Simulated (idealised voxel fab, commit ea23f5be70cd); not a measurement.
Process module name: voxel trench capacitor
Cross-section cut spans 285 nm and uses square cells 5 nm in size.
Notation: cross-section as square-cell grid; stated in bands, top first, going down; one or more cell rows per band. A band entry consists of two parts. The first gives the height of the band's top and the height of its bottom, in nm. The rest lists the band's materials from left to right, each with its width in nm. A single material labelled with the word "full width" fills the band from edge to edge, and the word "empty" marks empty space. We count height from 0. Below that, the starting wafer is all one material. The lowest band never ends at the bottom but goes on down; see "0 and below" for how that is written. Width spec "30 to 40" -> top row of cells at first value, bottom row at second value, equal per-row change in between. Any step labelled "nothing got changed" changed none of the cells in the cross-section. "Trapped void list" - sealed voids, min. 8 cells, no opening to top; format: width x height at distance (distance from left edge; nm throughout). Where a step's line continues beyond its settings, the continuation is a remark by the simulator itself on that step. overlay nm: where the mask lay relative to plan, measured to the right, on steps with a mask; negatives go left.

## Listed below are the process steps as planned
1) RECEIVE,material Si
2) CONFORMAL_DEP,material SiN,thk nm 10
3) MASKED_ETCH,tone open,mask id TRENCH,width nm 25,pitch nm 55,etch materials SiN,depth nm 10,overlay nm 0
4) MASKED_ETCH,tone open,mask id TRENCH,width nm 25,pitch nm 55,etch materials Si,depth nm 40,overlay nm 0
5) CONFORMAL_DEP,material HfO2,thk nm 5
6) CONFORMAL_DEP,material TiN,thk nm 5
7) FILL_DEP,material W,thk nm 10
8) CMP,height nm 10

## Cross-section of the wafer as it came to us, i.e., already through step 1
* 0 and below: Si full width
* Trapped void list: none

## Module complete - cross-section of the first of two wafers, run according to plan
* 10 down to 0: 100 SiN | 5 HfO2 | 5 TiN | 5 W | 5 TiN | 5 HfO2 | 30 SiN | 5 HfO2 | 5 TiN | 5 W | 5 TiN | 5 HfO2 | 105 SiN
* 0 down to -30: 100 Si | 5 HfO2 | 5 TiN | 5 W | 5 TiN | 5 HfO2 | 30 Si | 5 HfO2 | 5 TiN | 5 W | 5 TiN | 5 HfO2 | 105 Si
* -30 down to -35: 100 Si | 5 HfO2 | 15 TiN | 5 HfO2 | 30 Si | 5 HfO2 | 15 TiN | 5 HfO2 | 105 Si
* -35 down to -40: 100 Si | 25 HfO2 | 30 Si | 25 HfO2 | 105 Si
* -40 and below: Si full width
* Trapped void list: none

## Wafer two, sectioned after the module: the first wafer's start, the first wafer's plan, and one mistake in how it was run
* 10 down to 0: 100 SiN | 5 HfO2 | 5 TiN | 5 W | 5 TiN | 5 HfO2 | 30 SiN | 5 HfO2 | 5 TiN | 5 W | 5 TiN | 5 HfO2 | 105 SiN
* 0 down to -70: 100 Si | 5 HfO2 | 5 TiN | 5 W | 5 TiN | 5 HfO2 | 30 Si | 5 HfO2 | 5 TiN | 5 W | 5 TiN | 5 HfO2 | 105 Si
* -70 down to -75: 100 Si | 5 HfO2 | 15 TiN | 5 HfO2 | 30 Si | 5 HfO2 | 15 TiN | 5 HfO2 | 105 Si
* -75 down to -80: 100 Si | 25 HfO2 | 30 Si | 25 HfO2 | 105 Si
* -80 and below: Si full width
* Trapped void list: none
Deviation noted in wafer processing: step 4 from the plan got run twice
Wafer comparison, final, in cells, second relative to first, materials more or fewer: +32 HfO2; -80 Si; +32 TiN; +16 W
